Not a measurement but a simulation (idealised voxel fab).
The process module that follows is named voxel gate over fins.
The figure presents cross-section cut, which has a width of 230 nm and is divided into square cells with an edge length of 5 nm.
A cross-section in this document is a grid of square cells, and it is written down as bands, the top band listed before the ones below it; a band is made up of one or more rows of cells.
Heads up on the band format: heights come first, top then bottom, in nm. After that it's the materials left to right, each with its width in nm. A single material flagged "full width" fills the whole band edge to edge, and "blank" means there's empty space there.
Height 0 is the level under which the wafer as received is all one material. The lowest band goes on downwards, as in "0 -> down".
The width entry "30 to 40" should be interpreted row by row: the top row of cells in the band takes the first number, the bottom row takes the second number, and the change between adjacent rows is uniform throughout.
"no alterations made" after a step means that no cell of the cross-section changed.
Closed empty spaces (no open way to the top) of 8 cells or more are what "Encapsulated voids" lists, each as width x height at distance from the left edge, nm for all three.
What comes after the settings on a step's line is commentary from the simulator itself on that step.
Steps that use a mask can have "overlay nm" on their line. It says how far the mask sat to the right of where it was meant to be. Negative means to the left.

[Listed below are the process steps as planned]
- 1: RECEIVE [material Si]
- 2: CONFORMAL_DEP [material SiN] [thk nm 10]
- 3: PATTERN [tone cover] [mask id FINS] [material resist] [width nm 15] [pitch nm 50] [thk nm 15] [overlay nm 0]
- 4: DIRECTIONAL_ETCH [etch materials SiN] [depth nm 10]
- 5: DIRECTIONAL_ETCH [etch materials Si] [depth nm 35]
- 6: STRIP [etch materials resist]
- 7: OXIDIZE [depth nm 5]
- 8: FILL_DEP [material SiO2] [thk nm 5]
- 9: CMP [height nm 5]
- 10: DIRECTIONAL_DEP [material aC] [thk nm 10]
- 11: PATTERN [tone open] [mask id RAIL] [material resist] [width nm 15] [thk nm 30] [overlay nm 0]
- 12: DIRECTIONAL_ETCH [etch materials aC] [depth nm 10]
- 13: STRIP [etch materials resist]
- 14: DIRECTIONAL_ETCH [etch materials SiO2] [depth nm 40]
- 15: STRIP [etch materials aC]
- 16: CONFORMAL_DEP [material TiN] [thk nm 5]
- 17: FILL_DEP [material W] [thk nm 10]
- 18: CMP [height nm 10]
- 19: SELECTIVE_ETCH [etch materials W Ru TiN] [depth nm 25]
- 20: FILL_DEP [material SiO2] [thk nm 5]
- 21: CMP [height nm 10]
- 22: SELECTIVE_ETCH [etch materials SiO2] [depth nm 20]
- 23: STRIP [etch materials SiN]
- 24: CONFORMAL_DEP [material HfO2] [thk nm 5]
- 25: CONFORMAL_DEP [material TiN] [thk nm 5]
- 26: CONFORMAL_DEP [material TiAl] [thk nm 5]
- 27: CONFORMAL_DEP [material TiN] [thk nm 5]
- 28: FILL_DEP [material W] [thk nm 15]
- 29: CMP [height nm 30]
- 30: CONFORMAL_DEP [material SiCN] [thk nm 5]
Among the wafers covered here, the point of difference is the height nm at step 9; their starting state is shared, and the plan presents the value of the first wafer.

[First of several wafers, received after step 1, in cross-section]
0 -> down: Si full width
Encapsulated voids: none

[First of several wafers in cross-section at module end, following the final step, step 30]
35 -> 30: SiCN full width
30 -> 20: W full width
20 -> 15: W: 40  TiN: 45  W: 5  TiN: 45  W: 5  TiN: 45  W: 45
15 -> 10: W: 40  TiN: 5  TiAl: 35  TiN: 5  W: 5  TiN: 5  TiAl: 35  TiN: 5  W: 5  TiN: 5  TiAl: 35  TiN: 5  W: 45
10 -> 5: TiN: 45  TiAl: 5  TiN: 25  TiAl: 5  TiN: 15  TiAl: 5  TiN: 25  TiAl: 5  TiN: 15  TiAl: 5  TiN: 25  TiAl: 5  TiN: 50
5 -> 0: TiAl: 50  TiN: 5  HfO2: 15  TiN: 5  TiAl: 25  TiN: 5  HfO2: 15  TiN: 5  TiAl: 25  TiN: 5  HfO2: 15  TiN: 5  TiAl: 55
0 -> -5: TiN: 55  HfO2: 5  Si: 5  HfO2: 5  TiN: 35  HfO2: 5  Si: 5  HfO2: 5  TiN: 35  HfO2: 5  Si: 5  HfO2: 5  TiN: 60
-5 -> -10: HfO2: 60  Si: 5  HfO2: 45  Si: 5  HfO2: 45  Si: 5  HfO2: 65
-10 -> -15: SiO2: 60  Si: 5  SiO2: 45  Si: 5  SiO2: 45  Si: 5  SiO2: 65
-15 -> -30: SiO2: 60  Si: 5  SiO2: 15  TiN: 5  W: 5  TiN: 5  SiO2: 15  Si: 5  SiO2: 45  Si: 5  SiO2: 65
-30 -> -35: SiO2: 60  Si: 5  SiO2: 15  TiN: 15  SiO2: 15  Si: 5  SiO2: 45  Si: 5  SiO2: 65
-35 -> -40: SiO2: 60  Si: 5  SiO2: 45  Si: 5  SiO2: 45  Si: 5  SiO2: 65
-40 -> down: Si full width
Encapsulated voids: none

[Last wafer, end of module, cross-section]
35 -> 30: SiCN full width
30 -> 20: W full width
20 -> 15: W: 40  TiN: 45  W: 5  TiN: 45  W: 5  TiN: 45  W: 45
15 -> 10: W: 40  TiN: 5  TiAl: 35  TiN: 5  W: 5  TiN: 5  TiAl: 35  TiN: 5  W: 5  TiN: 5  TiAl: 35  TiN: 5  W: 45
10 -> 5: TiN: 45  TiAl: 5  TiN: 25  TiAl: 5  TiN: 15  TiAl: 5  TiN: 25  TiAl: 5  TiN: 15  TiAl: 5  TiN: 25  TiAl: 5  TiN: 50
5 -> 0: TiAl: 50  TiN: 5  HfO2: 15  TiN: 5  TiAl: 25  TiN: 5  HfO2: 15  TiN: 5  TiAl: 25  TiN: 5  HfO2: 15  TiN: 5  TiAl: 55
0 -> -5: TiN: 55  HfO2: 5  Si: 5  HfO2: 5  TiN: 35  HfO2: 5  Si: 5  HfO2: 5  TiN: 35  HfO2: 5  Si: 5  HfO2: 5  TiN: 60
-5 -> -10: HfO2: 60  Si: 5  HfO2: 45  Si: 5  HfO2: 45  Si: 5  HfO2: 65
-10 -> -15: SiO2: 60  Si: 5  SiO2: 45  Si: 5  SiO2: 45  Si: 5  SiO2: 65
-15 -> -20: SiO2: 60  Si: 5  SiO2: 15  TiN: 5  W: 5  TiN: 5  SiO2: 15  Si: 5  SiO2: 45  Si: 5  SiO2: 65
-20 -> -25: SiO2: 60  Si: 5  SiO2: 15  TiN: 15  SiO2: 15  Si: 5  SiO2: 45  Si: 5  SiO2: 65
-25 -> -40: SiO2: 60  Si: 5  SiO2: 45  Si: 5  SiO2: 45  Si: 5  SiO2: 65
-40 -> down: Si full width
Encapsulated voids: none

[Quick key for the table: a row per wafer, taken at the end of the module. For each material it tells you how many cells the wafer gained (+) or lost (-) since it came in, and the closed voids come after]
height nm 5; +58 HfO2; -344 Si; +46 SiCN; +246 SiO2; +58 TiAl; +125 TiN; +133 W; Encapsulated voids: none
height nm 10; +58 HfO2; -344 Si; +46 SiCN; +249 SiO2; +58 TiAl; +123 TiN; +132 W; Encapsulated voids: none
height nm 15; +58 HfO2; -344 Si; +46 SiCN; +252 SiO2; +58 TiAl; +121 TiN; +131 W; Encapsulated voids: none
